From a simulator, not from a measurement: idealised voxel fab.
The name of this process module is voxel transistor to metal.
The figure presents cross-section cut, which has a width of 290 nm and is divided into square cells with an edge length of 5 nm.
The cross-sections in this document take the form of a grid made of square cells. They are written out as bands, in order from top to bottom. Each band consists of one or more rows of cells. What a band's entry tells you: where the top is and where the bottom is, as heights in nm, and after that what lies inside, material by material from left to right, each with its width in nm. Empty space is written as the word "blank", and a single material marked with the word "all across" occupies the band from edge to edge. Heights are measured from 0, the level below which the as-received wafer is all one material; the lowest band has no bottom and continues downward, written as in "0 -> down". Quick explanation for "30 to 40": the width changes in equal steps down the rows of cells, from the first number in the band's top row to the second number in its bottom row. "identical to before" after a step means that no cell of the cross-section changed. What "Closed internal voids" gives you is every empty space of 8 cells or more that is cut off from the top. Each appears as width x height at distance, with the distance taken from the left edge and width, height and distance all in nm. Where a step's line continues beyond its settings, the continuation is a remark by the simulator itself on that step. The setting "overlay nm" may be written on the line of a step. When the step uses a mask, the value reports how far to the right of the planned place the mask lay, and a negative value reports that it lay to the left.
The steps planned for the process are as follows:
1,RECEIVE, material Si
2,OXIDIZE, depth nm 5
3,CONFORMAL_DEP, material SiN, thk nm 10
4,PATTERN, tone cover, mask id ACTIVE, material resist, width nm 115, pitch nm 140, thk nm 15, overlay nm 0
5,DIRECTIONAL_ETCH, etch materials SiN, depth nm 10
6,DIRECTIONAL_ETCH, etch materials SiO2, depth nm 5
7,DIRECTIONAL_ETCH, etch materials Si, depth nm 20
8,STRIP, etch materials resist
9,FILL_DEP, material SiO2, thk nm 10
10,CMP, height nm 10
11,SELECTIVE_ETCH, etch materials SiO2, depth nm 5
12,STRIP, etch materials SiN
13,SELECTIVE_ETCH, etch materials SiO2, depth nm 5
14,OXIDIZE, depth nm 5
15,DIRECTIONAL_DEP, material polySi, thk nm 30
16,DIRECTIONAL_DEP, material SiCN, thk nm 15
17,DIRECTIONAL_DEP, material aC, thk nm 10
18,PATTERN, tone cover, mask id GATE, material resist, width nm 25, pitch nm 140, thk nm 25, overlay nm 0
19,DIRECTIONAL_ETCH, etch materials aC, depth nm 10
20,STRIP, etch materials resist
21,DIRECTIONAL_ETCH, etch materials SiCN, depth nm 25
22,DIRECTIONAL_ETCH, etch materials polySi, depth nm 40
23,STRIP, etch materials aC
24,CONFORMAL_DEP, material SiO2, thk nm 5
25,DIRECTIONAL_ETCH, etch materials SiO2, depth nm 5
26,CONFORMAL_DEP, material SiN, thk nm 10
27,DIRECTIONAL_ETCH, etch materials SiN, depth nm 10
28,DIRECTIONAL_ETCH, etch materials SiO2, depth nm 5
29,DIRECTIONAL_ETCH, etch materials Si, depth nm 15
30,EPI, material SiGe, thk nm 15
31,FILL_DEP, material SiO2, thk nm 5
32,CMP, height nm 40
33,DIRECTIONAL_DEP, material SiO2, thk nm 15
34,MASKED_ETCH, tone open, mask id CONTACT, width nm 30, etch materials SiO2, depth nm 50, overlay nm 0
35,CONFORMAL_DEP, material TiN, thk nm 5
36,FILL_DEP, material W, thk nm 5
37,CMP, height nm 55
38,CONFORMAL_DEP, material SiN, thk nm 5
39,DIRECTIONAL_DEP, material lowk, thk nm 15
40,MASKED_ETCH, tone open, mask id METAL_1, width nm 20, etch materials lowk, depth nm 15, overlay nm 0
41,MASKED_ETCH, tone open, mask id METAL_1, width nm 20, etch materials SiN, depth nm 5, overlay nm 0
42,CONFORMAL_DEP, material TiN, thk nm 5
43,FILL_DEP, material Cu, thk nm 10
44,CMP, height nm 75
45,EPI, material Ru, thk nm 5
46,FILL_DEP, material SiCN, thk nm 5
As-received wafer cross-section (after step 1):
  0 -> down: Si all across
  Closed internal voids: none
Module complete - cross-section of the first of two wafers, run according to plan:
  85 -> 80: SiCN all across
  80 -> 75: SiCN 20  Ru 30  SiCN 45  Ru 30  SiCN 35  Ru 30  SiCN 45  Ru 30  SiCN 25
  75 -> 60: lowk 25  TiN 5  Cu 10  TiN 5  lowk 55  TiN 5  Cu 10  TiN 5  lowk 45  TiN 5  Cu 10  TiN 5  lowk 55  TiN 5  Cu 10  TiN 5  lowk 30
  60 -> 55: SiN 25  TiN 20  SiN 55  TiN 20  SiN 45  TiN 20  SiN 55  TiN 20  SiN 30
  55 -> 45: SiO2 25  TiN 5  W 20  TiN 5  SiO2 35  TiN 5  W 20  TiN 5  SiO2 45  TiN 5  W 20  TiN 5  SiO2 35  TiN 5  W 20  TiN 5  SiO2 30
  45 -> 40: SiO2 25  TiN 5  W 10  TiN 15  SiO2 35  TiN 15  W 10  TiN 5  SiO2 45  TiN 5  W 10  TiN 15  SiO2 35  TiN 15  W 10  TiN 5  SiO2 30
  40 -> 25: SiO2 25  TiN 5  W 10  TiN 5  SiN 10  SiO2 5  SiCN 25  SiO2 5  SiN 10  TiN 5  W 10  TiN 5  SiO2 45  TiN 5  W 10  TiN 5  SiN 10  SiO2 5  SiCN 25  SiO2 5  SiN 10  TiN 5  W 10  TiN 5  SiO2 30
  25 -> 10: SiO2 25  TiN 5  W 10  TiN 5  SiN 10  SiO2 5  polySi 25  SiO2 5  SiN 10  TiN 5  W 10  TiN 5  SiO2 45  TiN 5  W 10  TiN 5  SiN 10  SiO2 5  polySi 25  SiO2 5  SiN 10  TiN 5  W 10  TiN 5  SiO2 30
  10 -> 5: SiO2 25  TiN 20  SiN 10  SiO2 5  polySi 25  SiO2 5  SiN 10  TiN 20  SiO2 45  TiN 20  SiN 10  SiO2 5  polySi 25  SiO2 5  SiN 10  TiN 20  SiO2 30
  5 -> 0: SiO2 20  SiGe 25  SiN 10  SiO2 5  polySi 25  SiO2 5  SiN 10  SiGe 25  SiO2 35  SiGe 25  SiN 10  SiO2 5  polySi 25  SiO2 5  SiN 10  SiGe 25  SiO2 25
  0 -> -5: SiO2 15  SiN 10  SiGe 20  SiN 10  SiO2 5  polySi 25  SiO2 5  SiN 10  SiGe 20  SiN 10  SiO2 25  SiN 10  SiGe 20  SiN 10  SiO2 5  polySi 25  SiO2 5  SiN 10  SiGe 20  SiN 10  SiO2 20
  -5 -> -10: SiO2 25  SiGe 20  SiO2 55  SiGe 20  SiO2 45  SiGe 20  SiO2 55  SiGe 20  SiO2 30
  -10 -> -25: SiO2 15  Si 10  SiGe 20  Si 55  SiGe 20  Si 10  SiO2 25  Si 10  SiGe 20  Si 55  SiGe 20  Si 10  SiO2 20
  -25 -> down: Si all across
  Closed internal voids: none
Cross-section of the latter of the two wafers at module completion. It had an identical start and an identical plan to the former; in running it, one mistake was made:
  85 -> 80: SiCN all across
  80 -> 75: SiCN 20  Ru 30  SiCN 45  Ru 30  SiCN 35  Ru 30  SiCN 45  Ru 30  SiCN 25
  75 -> 60: lowk 25  TiN 5  Cu 10  TiN 5  lowk 55  TiN 5  Cu 10  TiN 5  lowk 45  TiN 5  Cu 10  TiN 5  lowk 55  TiN 5  Cu 10  TiN 5  lowk 30
  60 -> 55: SiN 25  TiN 20  SiN 55  TiN 20  SiN 45  TiN 20  SiN 55  TiN 20  SiN 30
  55 -> 45: SiO2 25  TiN 5  W 20  TiN 5  SiO2 35  TiN 5  W 20  TiN 5  SiO2 45  TiN 5  W 20  TiN 5  SiO2 35  TiN 5  W 20  TiN 5  SiO2 30
  45 -> 40: SiO2 25  TiN 5  W 10  TiN 15  SiO2 35  TiN 15  W 10  TiN 5  SiO2 45  TiN 5  W 10  TiN 15  SiO2 35  TiN 15  W 10  TiN 5  SiO2 30
  40 -> 30: SiO2 25  TiN 5  W 10  TiN 5  SiN 10  SiO2 5  SiCN 25  SiO2 5  SiN 10  TiN 5  W 10  TiN 5  SiO2 45  TiN 5  W 10  TiN 5  SiN 10  SiO2 5  SiCN 25  SiO2 5  SiN 10  TiN 5  W 10  TiN 5  SiO2 30
  30 -> 10: SiO2 25  TiN 5  W 10  TiN 5  SiN 10  SiO2 5  polySi 25  SiO2 5  SiN 10  TiN 5  W 10  TiN 5  SiO2 45  TiN 5  W 10  TiN 5  SiN 10  SiO2 5  polySi 25  SiO2 5  SiN 10  TiN 5  W 10  TiN 5  SiO2 30
  10 -> 5: SiO2 25  TiN 20  SiN 10  SiO2 5  polySi 25  SiO2 5  SiN 10  TiN 20  SiO2 45  TiN 20  SiN 10  SiO2 5  polySi 25  SiO2 5  SiN 10  TiN 20  SiO2 30
  5 -> 0: SiO2 20  SiGe 25  SiN 10  SiO2 5  polySi 25  SiO2 5  SiN 10  SiGe 25  SiO2 35  SiGe 25  SiN 10  SiO2 5  polySi 25  SiO2 5  SiN 10  SiGe 25  SiO2 25
  0 -> -5: SiO2 15  SiN 10  SiGe 20  SiN 10  SiO2 5  polySi 25  SiO2 5  SiN 10  SiGe 20  SiN 10  SiO2 25  SiN 10  SiGe 20  SiN 10  SiO2 5  polySi 25  SiO2 5  SiN 10  SiGe 20  SiN 10  SiO2 20
  -5 -> -10: SiO2 25  SiGe 20  SiO2 55  SiGe 20  SiO2 45  SiGe 20  SiO2 55  SiGe 20  SiO2 30
  -10 -> -25: SiO2 15  Si 10  SiGe 20  Si 55  SiGe 20  Si 10  SiO2 25  Si 10  SiGe 20  Si 55  SiGe 20  Si 10  SiO2 20
  -25 -> down: Si all across
  Closed internal voids: none
Here's what went sideways: step 15, actual vs plan mismatch, actual run DIRECTIONAL_DEP, material polySi, thk nm 35
At the finish, the second wafer shows more or fewer cells for some materials than the first does: SiCN -10 | polySi +10
